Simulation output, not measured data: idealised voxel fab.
Process module under the name voxel wiring stack
Displayed cross-section: cut, width of 180 nm, square cells sized 5 nm.
Cross-section format: a grid of square cells, given as bands from top to bottom; each band is one or more rows of cells.
The entry gives the band's vertical extent as a top height and a bottom height in nm, then its horizontal make-up as materials from left to right, each with a width in nm. "blank" stands for empty space; a single material marked "throughout" fills the band edge to edge.
Height reference: 0 = level under which incoming wafer is all one material. Lowest band: no bottom, runs on downward, e.g. "0 and below".
You'd read "30->40" like this: the band's top row of cells is as wide as the first number, its bottom row is as wide as the second, and going down, every row changes width by the same amount as the row before did.
Step marked "remains unaltered"? Then no cell in the cross-section changed in it.
What "Enclosed void inventory" gives you is every empty space of 8 cells or more that is cut off from the top. Each appears as width x height at distance, with the distance taken from the left edge and width, height and distance all in nm.
On each step's line, the part that comes after the settings is the simulator's own comment on the step.
Among the settings permitted on a step's line is "overlay nm"; applied to a step with a mask, it specifies the extent to which the mask lay to the right of its planned position, whereas a negative figure signifies a position to the left.

[The steps planned for the process are as follows]
1 RECEIVE, material Si
2 CONFORMAL_DEP, material SiO2, thk nm 10
3 DIRECTIONAL_DEP, material TiN, thk nm 5
4 DIRECTIONAL_DEP, material W, thk nm 20
5 MASKED_ETCH, tone cover, mask id METAL_1, width nm 25, pitch nm 45, etch materials W, depth nm 20, overlay nm 0
6 MASKED_ETCH, tone cover, mask id METAL_1, width nm 25, pitch nm 45, etch materials TiN, depth nm 5, overlay nm 0
7 FILL_DEP, material SiO2, thk nm 5
8 CMP, height nm 35
9 CONFORMAL_DEP, material SiCN, thk nm 5
10 DIRECTIONAL_DEP, material lowk, thk nm 25
11 DIRECTIONAL_DEP, material aC, thk nm 15
12 PATTERN, tone open, mask id METAL_2_HOLES, material resist, width nm 15, pitch nm 45, thk nm 30, overlay nm 0
13 DIRECTIONAL_ETCH, etch materials aC, depth nm 15
14 STRIP, etch materials resist
15 DIRECTIONAL_ETCH, etch materials lowk, depth nm 25
16 STRIP, etch materials aC
17 PATTERN, tone open, mask id METAL_2, material resist, width nm 25, pitch nm 45, thk nm 15, overlay nm 0
18 DIRECTIONAL_ETCH, etch materials lowk, depth nm 15
19 DIRECTIONAL_ETCH, etch materials SiCN, depth nm 5
20 STRIP, etch materials resist
21 CONFORMAL_DEP, material TiN, thk nm 5
22 FILL_DEP, material Cu, thk nm 10
23 CMP, height nm 65
24 CONFORMAL_DEP, material SiCN, thk nm 5
25 DIRECTIONAL_DEP, material SiO2, thk nm 25
26 MASKED_ETCH, tone open, mask id METAL_3_HOLES, width nm 15, pitch nm 45, etch materials SiO2, depth nm 25, overlay nm 0
27 DIRECTIONAL_DEP, material aC, thk nm 15
28 PATTERN, tone open, mask id METAL_3, material resist, width nm 25, pitch nm 45, thk nm 30, overlay nm 0
29 DIRECTIONAL_ETCH, etch materials aC, depth nm 15
30 STRIP, etch materials resist
31 DIRECTIONAL_ETCH, etch materials SiO2, depth nm 15
32 DIRECTIONAL_ETCH, etch materials SiCN, depth nm 5
33 STRIP, etch materials aC
34 CONFORMAL_DEP, material TiN, thk nm 5
35 FILL_DEP, material Cu, thk nm 5
36 CMP, height nm 95
37 CONFORMAL_DEP, material SiCN, thk nm 5
For this document, wafers share an identical start and vary in the step 26 width nm; the plan quotes the first wafer's value.

[This is how the first of several wafers looked in cross-section when it arrived, which is after step 1]
    0 and below | Si throughout
    Enclosed void inventory: none

[First wafer of several, cross-section, module end, after step 37 (last)]
    100 down to 95 | SiCN throughout
    95 down to 85 | SiO2: 55  TiN: 5  Cu: 15  TiN: 5  SiO2: 20  TiN: 5  Cu: 15  TiN: 5  SiO2: 55
    85 down to 80 | SiO2: 55  TiN: 5  Cu: 5  TiN: 15  SiO2: 20  TiN: 5  Cu: 5  TiN: 15  SiO2: 55
    80 down to 70 | SiO2: 55  TiN: 5  Cu: 5  TiN: 5  SiO2: 30  TiN: 5  Cu: 5  TiN: 5  SiO2: 65
    70 down to 65 | SiCN: 55  TiN: 15  SiCN: 30  TiN: 15  SiCN: 65
    65 down to 55 | lowk: 55  TiN: 5  Cu: 15  TiN: 5  lowk: 20  TiN: 5  Cu: 15  TiN: 5  lowk: 55
    55 down to 50 | lowk: 55  TiN: 5  Cu: 5  TiN: 15  lowk: 20  TiN: 5  Cu: 5  TiN: 15  lowk: 55
    50 down to 40 | lowk: 55  TiN: 5  Cu: 5  TiN: 5  lowk: 30  TiN: 5  Cu: 5  TiN: 5  lowk: 65
    40 down to 35 | SiCN: 55  TiN: 15  SiCN: 30  TiN: 15  SiCN: 65
    35 down to 15 | SiO2: 55  W: 25  SiO2: 20  W: 25  SiO2: 55
    15 down to 10 | SiO2: 55  TiN: 25  SiO2: 20  TiN: 25  SiO2: 55
    10 down to 0 | SiO2 throughout
    0 and below | Si throughout
    Enclosed void inventory: none

[Last wafer of the set, cross-sectioned at end of module]
    100 down to 95 | SiCN throughout
    95 down to 75 | SiO2: 50  TiN: 5  Cu: 20  TiN: 5  SiO2: 15  TiN: 5  Cu: 20  TiN: 5  SiO2: 55
    75 down to 70 | SiO2: 50  TiN: 10  Cu: 15  TiN: 5  SiO2: 15  TiN: 10  Cu: 15  TiN: 5  SiO2: 55
    70 down to 65 | SiCN: 55  TiN: 25  SiCN: 20  TiN: 25  SiCN: 55
    65 down to 55 | lowk: 55  TiN: 5  Cu: 15  TiN: 5  lowk: 20  TiN: 5  Cu: 15  TiN: 5  lowk: 55
    55 down to 50 | lowk: 55  TiN: 5  Cu: 5  TiN: 15  lowk: 20  TiN: 5  Cu: 5  TiN: 15  lowk: 55
    50 down to 40 | lowk: 55  TiN: 5  Cu: 5  TiN: 5  lowk: 30  TiN: 5  Cu: 5  TiN: 5  lowk: 65
    40 down to 35 | SiCN: 55  TiN: 15  SiCN: 30  TiN: 15  SiCN: 65
    35 down to 15 | SiO2: 55  W: 25  SiO2: 20  W: 25  SiO2: 55
    15 down to 10 | SiO2: 55  TiN: 25  SiO2: 20  TiN: 25  SiO2: 55
    10 down to 0 | SiO2 throughout
    0 and below | Si throughout
    Enclosed void inventory: none

[The table below has one row for each wafer; a row shows, as of the end of the module, how many cells of each material the wafer has gained, marked (+), or lost, marked (-), since it was received, and then the wafer's closed voids]
width nm 15, +36 Cu, +96 SiCN, +340 SiO2, +70 TiN, +40 W, +138 lowk, Enclosed void inventory: none
width nm 20, +42 Cu, +94 SiCN, +336 SiO2, +70 TiN, +40 W, +138 lowk, Enclosed void inventory: none
width nm 25, +50 Cu, +94 SiCN, +326 SiO2, +72 TiN, +40 W, +138 lowk, Enclosed void inventory: none
width nm 30, +56 Cu, +92 SiCN, +322 SiO2, +72 TiN, +40 W, +138 lowk, Enclosed void inventory: none
